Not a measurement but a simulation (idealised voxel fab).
process module | voxel transistor to metal
cross-section cut | 145 nm wide | cells 5 nm
A cross-section is a grid of square cells, given in bands from the top down. A band is one or more rows of cells.
Each band's line starts with the height of the band's top and of its bottom, in nm. Then come its materials from left to right, each with its width in nm. One material with "throughout" fills the band from edge to edge. "air" is empty space.
Height 0 is the level under which the wafer as received is all one material. The lowest band goes on downwards, as in "0 down".
A width such as "30 to 40" changes by the same amount from each row of cells to the next, from the band's top row to its bottom row.
"no change" after a step means that no cell of the cross-section changed.
closed voids: empty space of 8 cells or more with no open way to the top, each as width x height at its distance from the left edge, in nm
after a step's settings: what the simulator itself notes on the step
overlay nm, on a step with a mask: how far to the right of its planned place the mask lay; to the left if negative
plan
1 op RECEIVE | material Si
2 op CONFORMAL_DEP | material SiO2 | thk nm 5
3 op CONFORMAL_DEP | material SiN | thk nm 15
4 op DIRECTIONAL_DEP | material aC | thk nm 10
5 op PATTERN | tone cover | mask id ACTIVE | material resist | width nm 100 | thk nm 25 | overlay nm 0
6 op DIRECTIONAL_ETCH | etch materials aC | depth nm 10
7 op STRIP | etch materials resist
8 op DIRECTIONAL_ETCH | etch materials SiN | depth nm 15
9 op DIRECTIONAL_ETCH | etch materials SiO2 | depth nm 5
10 op DIRECTIONAL_ETCH | etch materials Si | depth nm 20
11 op STRIP | etch materials aC
12 op FILL_DEP | material SiO2 | thk nm 15
13 op CMP | height nm 20
14 op SELECTIVE_ETCH | etch materials SiO2 | depth nm 15
15 op STRIP | etch materials SiN
16 op SELECTIVE_ETCH | etch materials SiO2 | depth nm 5
17 op OXIDIZE | depth nm 5
18 op DIRECTIONAL_DEP | material polySi | thk nm 25
19 op DIRECTIONAL_DEP | material SiCN | thk nm 10
20 op MASKED_ETCH | tone cover | mask id GATE | width nm 20 | etch materials SiCN | depth nm 20 | overlay nm 0
21 op MASKED_ETCH | tone cover | mask id GATE | width nm 20 | etch materials polySi | depth nm 35 | overlay nm 0
22 op CONFORMAL_DEP | material SiO2 | thk nm 5
23 op DIRECTIONAL_ETCH | etch materials SiO2 | depth nm 5
24 op CONFORMAL_DEP | material SiN | thk nm 10
25 op DIRECTIONAL_ETCH | etch materials SiN | depth nm 10
26 op DIRECTIONAL_ETCH | etch materials SiO2 | depth nm 5
27 op DIRECTIONAL_ETCH | etch materials Si | depth nm 5
28 op EPI | material pSi | thk nm 10
29 op FILL_DEP | material SiO2 | thk nm 10
30 op CMP | height nm 35
31 op DIRECTIONAL_DEP | material SiO2 | thk nm 15
32 op MASKED_ETCH | tone open | mask id CONTACT | width nm 20 | pitch nm 70 | etch materials SiO2 | depth nm 50 | overlay nm 0
33 op CONFORMAL_DEP | material TiN | thk nm 5
34 op FILL_DEP | material W | thk nm 10
35 op CMP | height nm 50
36 op CONFORMAL_DEP | material SiN | thk nm 5
37 op DIRECTIONAL_DEP | material lowk | thk nm 15
38 op MASKED_ETCH | tone open | mask id METAL_1 | width nm 20 | pitch nm 70 | etch materials lowk | depth nm 15 | overlay nm 0
39 op MASKED_ETCH | tone open | mask id METAL_1 | width nm 20 | pitch nm 70 | etch materials SiN | depth nm 5 | overlay nm 0
40 op CONFORMAL_DEP | material TiN | thk nm 5
41 op FILL_DEP | material Cu | thk nm 10
42 op CMP | height nm 70
43 op CONFORMAL_DEP | material SiCN | thk nm 5
44 op DIRECTIONAL_DEP | material lowk | thk nm 30
45 op DIRECTIONAL_DEP | material aC | thk nm 10
46 op PATTERN | tone open | mask id METAL_2 | material resist | width nm 20 | pitch nm 70 | thk nm 30 | overlay nm 0
47 op DIRECTIONAL_ETCH | etch materials aC | depth nm 10
48 op STRIP | etch materials resist
49 op DIRECTIONAL_ETCH | etch materials lowk | depth nm 15
50 op STRIP | etch materials aC
51 op DIRECTIONAL_DEP | material aC | thk nm 10
52 op PATTERN | tone open | mask id METAL_2_HOLES | material resist | width nm 15 | pitch nm 70 | thk nm 30 | overlay nm 0
53 op DIRECTIONAL_ETCH | etch materials aC | depth nm 10
54 op STRIP | etch materials resist
55 op DIRECTIONAL_ETCH | etch materials lowk | depth nm 15
56 op DIRECTIONAL_ETCH | etch materials SiCN | depth nm 5
57 op STRIP | etch materials aC
58 op CONFORMAL_DEP | material TiN | thk nm 5
59 op FILL_DEP | material Ru | thk nm 10
60 op CMP | height nm 105
61 op CONFORMAL_DEP | material SiCN | thk nm 5
first wafer, as planned
as received, after step 1
  0 down: Si throughout
  closed voids: none
after step 2
  5 to 0: SiO2 throughout
  below 0: unchanged
after step 3
  20 to 5: SiN throughout
  below 5: unchanged
after step 4
  30 to 20: aC throughout
  below 20: unchanged
after step 5
  55 to 30: air 20 | resist 100 | air 25
  below 30: unchanged
after step 6
  45 to 30: air 20 | resist 100 | air 25
  30 to 20: air 20 | aC 100 | air 25
  below 20: unchanged
after step 7
  30 to 20: air 20 | aC 100 | air 25
  below 20: unchanged
after step 8
  30 to 20: air 20 | aC 100 | air 25
  20 to 5: air 20 | SiN 100 | air 25
  below 5: unchanged
after step 9
  30 to 20: air 20 | aC 100 | air 25
  20 to 5: air 20 | SiN 100 | air 25
  5 to 0: air 20 | SiO2 100 | air 25
  below 0: unchanged
after step 10
  30 to 20: air 20 | aC 100 | air 25
  20 to 5: air 20 | SiN 100 | air 25
  5 to 0: air 20 | SiO2 100 | air 25
  0 to -20: air 20 | Si 100 | air 25
  below -20: unchanged
after step 11
  20 to 5: air 20 | SiN 100 | air 25
  below 5: unchanged
after step 12
  35 to 20: SiO2 throughout
  20 to 5: SiO2 20 | SiN 100 | SiO2 25
  5 to 0: SiO2 throughout
  0 to -20: SiO2 20 | Si 100 | SiO2 25
  below -20: unchanged
after step 13
  20 to 5: SiO2 20 | SiN 100 | SiO2 25
  below 5: unchanged
after step 14
  20 to 5: air 20 | SiN 100 | air 25
  below 5: unchanged
after step 15
  5 to 0: SiO2 throughout
  below 0: unchanged
after step 16
  0 to -20: SiO2 20 | Si 100 | SiO2 25
  below -20: unchanged
after step 17
  0 to -5: SiO2 throughout
  below -5: unchanged
after step 18
  25 to 0: polySi throughout
  below 0: unchanged
after step 19
  35 to 25: SiCN throughout
  below 25: unchanged
after step 20
  35 to 25: air 60 | SiCN 20 | air 65
  below 25: unchanged
after step 21
  35 to 25: air 60 | SiCN 20 | air 65
  25 to 0: air 60 | polySi 20 | air 65
  below 0: unchanged
after step 22
  40 to 35: air 55 | SiO2 30 | air 60
  35 to 25: air 55 | SiO2 5 | SiCN 20 | SiO2 5 | air 60
  25 to 5: air 55 | SiO2 5 | polySi 20 | SiO2 5 | air 60
  5 to 0: SiO2 60 | polySi 20 | SiO2 65
  below 0: unchanged
after step 23
  35 to 25: air 55 | SiO2 5 | SiCN 20 | SiO2 5 | air 60
  25 to 0: air 55 | SiO2 5 | polySi 20 | SiO2 5 | air 60
  below 0: unchanged
after step 24
  45 to 35: air 45 | SiN 50 | air 50
  35 to 25: air 45 | SiN 10 | SiO2 5 | SiCN 20 | SiO2 5 | SiN 10 | air 50
  25 to 10: air 45 | SiN 10 | SiO2 5 | polySi 20 | SiO2 5 | SiN 10 | air 50
  10 to 0: SiN 55 | SiO2 5 | polySi 20 | SiO2 5 | SiN 60
  below 0: unchanged
after step 25
  35 to 25: air 45 | SiN 10 | SiO2 5 | SiCN 20 | SiO2 5 | SiN 10 | air 50
  25 to 0: air 45 | SiN 10 | SiO2 5 | polySi 20 | SiO2 5 | SiN 10 | air 50
  below 0: unchanged
after step 26
  35 to 30: air 45 | SiN 10 | air 5 | SiCN 20 | air 5 | SiN 10 | air 50
  30 to 25: air 45 | SiN 10 | SiO2 5 | SiCN 20 | SiO2 5 | SiN 10 | air 50
  25 to 0: air 45 | SiN 10 | SiO2 5 | polySi 20 | SiO2 5 | SiN 10 | air 50
  0 to -5: air 45 | SiO2 50 | air 50
  below -5: unchanged
after step 27
  35 to 30: air 45 | SiN 10 | air 5 | SiCN 20 | air 5 | SiN 10 | air 50
  30 to 25: air 45 | SiN 10 | SiO2 5 | SiCN 20 | SiO2 5 | SiN 10 | air 50
  25 to 0: air 45 | SiN 10 | SiO2 5 | polySi 20 | SiO2 5 | SiN 10 | air 50
  0 to -5: air 45 | SiO2 50 | air 50
  -5 to -10: SiO2 20 | air 25 | Si 50 | air 25 | SiO2 25
  below -10: unchanged
after step 28
  35 to 30: air 45 | SiN 10 | air 5 | SiCN 20 | air 5 | SiN 10 | air 50
  30 to 25: air 45 | SiN 10 | SiO2 5 | SiCN 20 | SiO2 5 | SiN 10 | air 50
  25 to 5: air 45 | SiN 10 | SiO2 5 | polySi 20 | SiO2 5 | SiN 10 | air 50
  5 to 0: air 35 | pSi 10 | SiN 10 | SiO2 5 | polySi 20 | SiO2 5 | SiN 10 | pSi 10 | air 40
  0 to -5: air 15 | pSi 30 | SiO2 50 | pSi 30 | air 20
  -5 to -10: SiO2 20 | pSi 25 | Si 50 | pSi 25 | SiO2 25
  below -10: unchanged
after step 29
  45 to 35: SiO2 throughout
  35 to 25: SiO2 45 | SiN 10 | SiO2 5 | SiCN 20 | SiO2 5 | SiN 10 | SiO2 50
  25 to 5: SiO2 45 | SiN 10 | SiO2 5 | polySi 20 | SiO2 5 | SiN 10 | SiO2 50
  5 to 0: SiO2 35 | pSi 10 | SiN 10 | SiO2 5 | polySi 20 | SiO2 5 | SiN 10 | pSi 10 | SiO2 40
  0 to -5: SiO2 15 | pSi 30 | SiO2 50 | pSi 30 | SiO2 20
  below -5: unchanged
after step 30
  35 to 25: SiO2 45 | SiN 10 | SiO2 5 | SiCN 20 | SiO2 5 | SiN 10 | SiO2 50
  below 25: unchanged
after step 31
  50 to 35: SiO2 throughout
  below 35: unchanged
after step 32
  50 to 35: SiO2 25 | air 20 | SiO2 50 | air 20 | SiO2 30
  35 to 25: SiO2 25 | air 20 | SiN 10 | SiO2 5 | SiCN 20 | SiO2 5 | SiN 10 | air 20 | SiO2 30
  25 to 5: SiO2 25 | air 20 | SiN 10 | SiO2 5 | polySi 20 | SiO2 5 | SiN 10 | air 20 | SiO2 30
  5 to 0: SiO2 25 | air 10 | pSi 10 | SiN 10 | SiO2 5 | polySi 20 | SiO2 5 | SiN 10 | pSi 10 | air 10 | SiO2 30
  below 0: unchanged
after step 33
  55 to 50: TiN 30 | air 10 | TiN 60 | air 10 | TiN 35
  50 to 35: SiO2 25 | TiN 5 | air 10 | TiN 5 | SiO2 50 | TiN 5 | air 10 | TiN 5 | SiO2 30
  35 to 25: SiO2 25 | TiN 5 | air 10 | TiN 5 | SiN 10 | SiO2 5 | SiCN 20 | SiO2 5 | SiN 10 | TiN 5 | air 10 | TiN 5 | SiO2 30
  25 to 10: SiO2 25 | TiN 5 | air 10 | TiN 5 | SiN 10 | SiO2 5 | polySi 20 | SiO2 5 | SiN 10 | TiN 5 | air 10 | TiN 5 | SiO2 30
  10 to 5: SiO2 25 | TiN 20 | SiN 10 | SiO2 5 | polySi 20 | SiO2 5 | SiN 10 | TiN 20 | SiO2 30
  5 to 0: SiO2 25 | TiN 10 | pSi 10 | SiN 10 | SiO2 5 | polySi 20 | SiO2 5 | SiN 10 | pSi 10 | TiN 10 | SiO2 30
  below 0: unchanged
after step 34
  65 to 55: W throughout
  55 to 50: TiN 30 | W 10 | TiN 60 | W 10 | TiN 35
  50 to 35: SiO2 25 | TiN 5 | W 10 | TiN 5 | SiO2 50 | TiN 5 | W 10 | TiN 5 | SiO2 30
  35 to 25: SiO2 25 | TiN 5 | W 10 | TiN 5 | SiN 10 | SiO2 5 | SiCN 20 | SiO2 5 | SiN 10 | TiN 5 | W 10 | TiN 5 | SiO2 30
  25 to 10: SiO2 25 | TiN 5 | W 10 | TiN 5 | SiN 10 | SiO2 5 | polySi 20 | SiO2 5 | SiN 10 | TiN 5 | W 10 | TiN 5 | SiO2 30
  below 10: unchanged
after step 35
  50 to 35: SiO2 25 | TiN 5 | W 10 | TiN 5 | SiO2 50 | TiN 5 | W 10 | TiN 5 | SiO2 30
  below 35: unchanged
after step 36
  55 to 50: SiN throughout
  below 50: unchanged
after step 37
  70 to 55: lowk throughout
  below 55: unchanged
after step 38
  70 to 55: lowk 25 | air 20 | lowk 50 | air 20 | lowk 30
  below 55: unchanged
after step 39
  70 to 55: lowk 25 | air 20 | lowk 50 | air 20 | lowk 30
  55 to 50: SiN 25 | air 20 | SiN 50 | air 20 | SiN 30
  below 50: unchanged
after step 40
  75 to 70: TiN 30 | air 10 | TiN 60 | air 10 | TiN 35
  70 to 55: lowk 25 | TiN 5 | air 10 | TiN 5 | lowk 50 | TiN 5 | air 10 | TiN 5 | lowk 30
  55 to 50: SiN 25 | TiN 20 | SiN 50 | TiN 20 | SiN 30
  below 50: unchanged
after step 41
  85 to 75: Cu throughout
  75 to 70: TiN 30 | Cu 10 | TiN 60 | Cu 10 | TiN 35
  70 to 55: lowk 25 | TiN 5 | Cu 10 | TiN 5 | lowk 50 | TiN 5 | Cu 10 | TiN 5 | lowk 30
  below 55: unchanged
after step 42
  70 to 55: lowk 25 | TiN 5 | Cu 10 | TiN 5 | lowk 50 | TiN 5 | Cu 10 | TiN 5 | lowk 30
  below 55: unchanged
after step 43
  75 to 70: SiCN throughout
  below 70: unchanged
after step 44
  105 to 75: lowk throughout
  below 75: unchanged
after step 45
  115 to 105: aC throughout
  below 105: unchanged
after step 46
  145 to 115: resist 25 | air 20 | resist 50 | air 20 | resist 30
  below 115: unchanged
after step 47
  135 to 115: resist 25 | air 20 | resist 50 | air 20 | resist 30
  115 to 105: aC 25 | air 20 | aC 50 | air 20 | aC 30
  below 105: unchanged
after step 48
  115 to 105: aC 25 | air 20 | aC 50 | air 20 | aC 30
  below 105: unchanged
after step 49
  115 to 105: aC 25 | air 20 | aC 50 | air 20 | aC 30
  105 to 90: lowk 25 | air 20 | lowk 50 | air 20 | lowk 30
  below 90: unchanged
after step 50
  105 to 90: lowk 25 | air 20 | lowk 50 | air 20 | lowk 30
  below 90: unchanged
after step 51
  115 to 105: aC 25 | air 20 | aC 50 | air 20 | aC 30
  105 to 100: lowk 25 | air 20 | lowk 50 | air 20 | lowk 30
  100 to 90: lowk 25 | aC 20 | lowk 50 | aC 20 | lowk 30
  below 90: unchanged
after step 52
  145 to 115: resist 25 | air 15 | resist 55 | air 15 | resist 35
  115 to 105: aC 25 | air 15 | resist 5 | aC 50 | air 15 | resist 5 | aC 30
  105 to 100: lowk 25 | air 15 | resist 5 | lowk 50 | air 15 | resist 5 | lowk 30
  below 100: unchanged
after step 53
  135 to 115: resist 25 | air 15 | resist 55 | air 15 | resist 35
  115 to 105: aC 25 | air 15 | resist 5 | aC 50 | air 15 | resist 5 | aC 30
  105 to 100: lowk 25 | air 15 | resist 5 | lowk 50 | air 15 | resist 5 | lowk 30
  100 to 90: lowk 25 | air 15 | aC 5 | lowk 50 | air 15 | aC 5 | lowk 30
  below 90: unchanged
after step 54
  115 to 105: aC 25 | air 20 | aC 50 | air 20 | aC 30
  105 to 100: lowk 25 | air 20 | lowk 50 | air 20 | lowk 30
  below 100: unchanged
after step 55
  115 to 105: aC 25 | air 20 | aC 50 | air 20 | aC 30
  105 to 100: lowk 25 | air 20 | lowk 50 | air 20 | lowk 30
  100 to 90: lowk 25 | air 15 | aC 5 | lowk 50 | air 15 | aC 5 | lowk 30
  90 to 75: lowk 25 | air 15 | lowk 55 | air 15 | lowk 35
  below 75: unchanged
after step 56
  115 to 105: aC 25 | air 20 | aC 50 | air 20 | aC 30
  105 to 100: lowk 25 | air 20 | lowk 50 | air 20 | lowk 30
  100 to 90: lowk 25 | air 15 | aC 5 | lowk 50 | air 15 | aC 5 | lowk 30
  90 to 75: lowk 25 | air 15 | lowk 55 | air 15 | lowk 35
  75 to 70: SiCN 25 | air 15 | SiCN 55 | air 15 | SiCN 35
  below 70: unchanged
after step 57
  105 to 90: lowk 25 | air 20 | lowk 50 | air 20 | lowk 30
  below 90: unchanged
after step 58
  110 to 105: TiN 30 | air 10 | TiN 60 | air 10 | TiN 35
  105 to 95: lowk 25 | TiN 5 | air 10 | TiN 5 | lowk 50 | TiN 5 | air 10 | TiN 5 | lowk 30
  95 to 90: lowk 25 | TiN 5 | air 5 | TiN 10 | lowk 50 | TiN 5 | air 5 | TiN 10 | lowk 30
  90 to 75: lowk 25 | TiN 5 | air 5 | TiN 5 | lowk 55 | TiN 5 | air 5 | TiN 5 | lowk 35
  75 to 70: SiCN 25 | TiN 15 | SiCN 55 | TiN 15 | SiCN 35
  below 70: unchanged
after step 59
  120 to 110: Ru throughout
  110 to 105: TiN 30 | Ru 10 | TiN 60 | Ru 10 | TiN 35
  105 to 95: lowk 25 | TiN 5 | Ru 10 | TiN 5 | lowk 50 | TiN 5 | Ru 10 | TiN 5 | lowk 30
  95 to 90: lowk 25 | TiN 5 | Ru 5 | TiN 10 | lowk 50 | TiN 5 | Ru 5 | TiN 10 | lowk 30
  90 to 75: lowk 25 | TiN 5 | Ru 5 | TiN 5 | lowk 55 | TiN 5 | Ru 5 | TiN 5 | lowk 35
  below 75: unchanged
after step 60
  105 to 95: lowk 25 | TiN 5 | Ru 10 | TiN 5 | lowk 50 | TiN 5 | Ru 10 | TiN 5 | lowk 30
  below 95: unchanged
after step 61
  110 to 105: SiCN throughout
  below 105: unchanged
second wafer: like start, like plan, one mistake. Through step 26 it matches the first wafer
when step 27 should have ended
  35 to 30: air 45 | SiN 10 | air 5 | SiCN 20 | air 5 | SiN 10 | air 50
  30 to 25: air 45 | SiN 10 | SiO2 5 | SiCN 20 | SiO2 5 | SiN 10 | air 50
  25 to 5: air 45 | SiN 10 | SiO2 5 | polySi 20 | SiO2 5 | SiN 10 | air 50
  5 to 0: air 10 | pSi 35 | SiN 10 | SiO2 5 | polySi 20 | SiO2 5 | SiN 10 | pSi 35 | air 15
  0 to -5: air 10 | pSi 35 | SiO2 50 | pSi 35 | air 15
  below -5: unchanged
when step 28 should have ended
  35 to 30: air 45 | SiN 10 | air 5 | SiCN 20 | air 5 | SiN 10 | air 50
  30 to 25: air 45 | SiN 10 | SiO2 5 | SiCN 20 | SiO2 5 | SiN 10 | air 50
  25 to 0: air 45 | SiN 10 | SiO2 5 | polySi 20 | SiO2 5 | SiN 10 | air 50
  below 0: unchanged
when step 29 should have ended
  45 to 35: SiO2 throughout
  35 to 25: SiO2 45 | SiN 10 | SiO2 5 | SiCN 20 | SiO2 5 | SiN 10 | SiO2 50
  25 to 0: SiO2 45 | SiN 10 | SiO2 5 | polySi 20 | SiO2 5 | SiN 10 | SiO2 50
  0 to -5: SiO2 10 | pSi 35 | SiO2 50 | pSi 35 | SiO2 15
  below -5: unchanged
when step 30 should have ended
  35 to 25: SiO2 45 | SiN 10 | SiO2 5 | SiCN 20 | SiO2 5 | SiN 10 | SiO2 50
  below 25: unchanged
when step 31 should have ended
  50 to 35: SiO2 throughout
  below 35: unchanged
when step 32 should have ended
  50 to 35: SiO2 25 | air 20 | SiO2 50 | air 20 | SiO2 30
  35 to 25: SiO2 25 | air 20 | SiN 10 | SiO2 5 | SiCN 20 | SiO2 5 | SiN 10 | air 20 | SiO2 30
  25 to 0: SiO2 25 | air 20 | SiN 10 | SiO2 5 | polySi 20 | SiO2 5 | SiN 10 | air 20 | SiO2 30
  below 0: unchanged
when step 33 should have ended
  55 to 50: TiN 30 | air 10 | TiN 60 | air 10 | TiN 35
  50 to 35: SiO2 25 | TiN 5 | air 10 | TiN 5 | SiO2 50 | TiN 5 | air 10 | TiN 5 | SiO2 30
  35 to 25: SiO2 25 | TiN 5 | air 10 | TiN 5 | SiN 10 | SiO2 5 | SiCN 20 | SiO2 5 | SiN 10 | TiN 5 | air 10 | TiN 5 | SiO2 30
  25 to 5: SiO2 25 | TiN 5 | air 10 | TiN 5 | SiN 10 | SiO2 5 | polySi 20 | SiO2 5 | SiN 10 | TiN 5 | air 10 | TiN 5 | SiO2 30
  5 to 0: SiO2 25 | TiN 20 | SiN 10 | SiO2 5 | polySi 20 | SiO2 5 | SiN 10 | TiN 20 | SiO2 30
  below 0: unchanged
when step 34 should have ended
  65 to 55: W throughout
  55 to 50: TiN 30 | W 10 | TiN 60 | W 10 | TiN 35
  50 to 35: SiO2 25 | TiN 5 | W 10 | TiN 5 | SiO2 50 | TiN 5 | W 10 | TiN 5 | SiO2 30
  35 to 25: SiO2 25 | TiN 5 | W 10 | TiN 5 | SiN 10 | SiO2 5 | SiCN 20 | SiO2 5 | SiN 10 | TiN 5 | W 10 | TiN 5 | SiO2 30
  25 to 5: SiO2 25 | TiN 5 | W 10 | TiN 5 | SiN 10 | SiO2 5 | polySi 20 | SiO2 5 | SiN 10 | TiN 5 | W 10 | TiN 5 | SiO2 30
  below 5: unchanged
when step 35 should have ended
  50 to 35: SiO2 25 | TiN 5 | W 10 | TiN 5 | SiO2 50 | TiN 5 | W 10 | TiN 5 | SiO2 30
  below 35: unchanged
when step 36 should have ended
  55 to 50: SiN throughout
  below 50: unchanged
when step 37 should have ended
  70 to 55: lowk throughout
  below 55: unchanged
when step 38 should have ended
  70 to 55: lowk 25 | air 20 | lowk 50 | air 20 | lowk 30
  below 55: unchanged
when step 39 should have ended
  70 to 55: lowk 25 | air 20 | lowk 50 | air 20 | lowk 30
  55 to 50: SiN 25 | air 20 | SiN 50 | air 20 | SiN 30
  below 50: unchanged
when step 40 should have ended
  75 to 70: TiN 30 | air 10 | TiN 60 | air 10 | TiN 35
  70 to 55: lowk 25 | TiN 5 | air 10 | TiN 5 | lowk 50 | TiN 5 | air 10 | TiN 5 | lowk 30
  55 to 50: SiN 25 | TiN 20 | SiN 50 | TiN 20 | SiN 30
  below 50: unchanged
when step 41 should have ended
  85 to 75: Cu throughout
  75 to 70: TiN 30 | Cu 10 | TiN 60 | Cu 10 | TiN 35
  70 to 55: lowk 25 | TiN 5 | Cu 10 | TiN 5 | lowk 50 | TiN 5 | Cu 10 | TiN 5 | lowk 30
  below 55: unchanged
when step 42 should have ended
  70 to 55: lowk 25 | TiN 5 | Cu 10 | TiN 5 | lowk 50 | TiN 5 | Cu 10 | TiN 5 | lowk 30
  below 55: unchanged
when step 43 should have ended
  75 to 70: SiCN throughout
  below 70: unchanged
when step 44 should have ended
  105 to 75: lowk throughout
  below 75: unchanged
when step 45 should have ended
  115 to 105: aC throughout
  below 105: unchanged
when step 46 should have ended
  145 to 115: resist 25 | air 20 | resist 50 | air 20 | resist 30
  below 115: unchanged
when step 47 should have ended
  135 to 115: resist 25 | air 20 | resist 50 | air 20 | resist 30
  115 to 105: aC 25 | air 20 | aC 50 | air 20 | aC 30
  below 105: unchanged
when step 48 should have ended
  115 to 105: aC 25 | air 20 | aC 50 | air 20 | aC 30
  below 105: unchanged
when step 49 should have ended
  115 to 105: aC 25 | air 20 | aC 50 | air 20 | aC 30
  105 to 90: lowk 25 | air 20 | lowk 50 | air 20 | lowk 30
  below 90: unchanged
when step 50 should have ended
  105 to 90: lowk 25 | air 20 | lowk 50 | air 20 | lowk 30
  below 90: unchanged
when step 51 should have ended
  115 to 105: aC 25 | air 20 | aC 50 | air 20 | aC 30
  105 to 100: lowk 25 | air 20 | lowk 50 | air 20 | lowk 30
  100 to 90: lowk 25 | aC 20 | lowk 50 | aC 20 | lowk 30
  below 90: unchanged
when step 52 should have ended
  145 to 115: resist 25 | air 15 | resist 55 | air 15 | resist 35
  115 to 105: aC 25 | air 15 | resist 5 | aC 50 | air 15 | resist 5 | aC 30
  105 to 100: lowk 25 | air 15 | resist 5 | lowk 50 | air 15 | resist 5 | lowk 30
  below 100: unchanged
when step 53 should have ended
  135 to 115: resist 25 | air 15 | resist 55 | air 15 | resist 35
  115 to 105: aC 25 | air 15 | resist 5 | aC 50 | air 15 | resist 5 | aC 30
  105 to 100: lowk 25 | air 15 | resist 5 | lowk 50 | air 15 | resist 5 | lowk 30
  100 to 90: lowk 25 | air 15 | aC 5 | lowk 50 | air 15 | aC 5 | lowk 30
  below 90: unchanged
when step 54 should have ended
  115 to 105: aC 25 | air 20 | aC 50 | air 20 | aC 30
  105 to 100: lowk 25 | air 20 | lowk 50 | air 20 | lowk 30
  below 100: unchanged
when step 55 should have ended
  115 to 105: aC 25 | air 20 | aC 50 | air 20 | aC 30
  105 to 100: lowk 25 | air 20 | lowk 50 | air 20 | lowk 30
  100 to 90: lowk 25 | air 15 | aC 5 | lowk 50 | air 15 | aC 5 | lowk 30
  90 to 75: lowk 25 | air 15 | lowk 55 | air 15 | lowk 35
  below 75: unchanged
when step 56 should have ended
  115 to 105: aC 25 | air 20 | aC 50 | air 20 | aC 30
  105 to 100: lowk 25 | air 20 | lowk 50 | air 20 | lowk 30
  100 to 90: lowk 25 | air 15 | aC 5 | lowk 50 | air 15 | aC 5 | lowk 30
  90 to 75: lowk 25 | air 15 | lowk 55 | air 15 | lowk 35
  75 to 70: SiCN 25 | air 15 | SiCN 55 | air 15 | SiCN 35
  below 70: unchanged
when step 57 should have ended
  105 to 90: lowk 25 | air 20 | lowk 50 | air 20 | lowk 30
  below 90: unchanged
when step 58 should have ended
  110 to 105: TiN 30 | air 10 | TiN 60 | air 10 | TiN 35
  105 to 95: lowk 25 | TiN 5 | air 10 | TiN 5 | lowk 50 | TiN 5 | air 10 | TiN 5 | lowk 30
  95 to 90: lowk 25 | TiN 5 | air 5 | TiN 10 | lowk 50 | TiN 5 | air 5 | TiN 10 | lowk 30
  90 to 75: lowk 25 | TiN 5 | air 5 | TiN 5 | lowk 55 | TiN 5 | air 5 | TiN 5 | lowk 35
  75 to 70: SiCN 25 | TiN 15 | SiCN 55 | TiN 15 | SiCN 35
  below 70: unchanged
when step 59 should have ended
  120 to 110: Ru throughout
  110 to 105: TiN 30 | Ru 10 | TiN 60 | Ru 10 | TiN 35
  105 to 95: lowk 25 | TiN 5 | Ru 10 | TiN 5 | lowk 50 | TiN 5 | Ru 10 | TiN 5 | lowk 30
  95 to 90: lowk 25 | TiN 5 | Ru 5 | TiN 10 | lowk 50 | TiN 5 | Ru 5 | TiN 10 | lowk 30
  90 to 75: lowk 25 | TiN 5 | Ru 5 | TiN 5 | lowk 55 | TiN 5 | Ru 5 | TiN 5 | lowk 35
  below 75: unchanged
when step 60 should have ended
  105 to 95: lowk 25 | TiN 5 | Ru 10 | TiN 5 | lowk 50 | TiN 5 | Ru 10 | TiN 5 | lowk 30
  below 95: unchanged
when step 61 should have ended
  110 to 105: SiCN throughout
  below 105: unchanged
what went wrong: steps 27 and 28 were swapped
at the end the second wafer has, in cells: 10 more of Si | 2 fewer of SiO2 | 4 more of W | 12 fewer of pSi
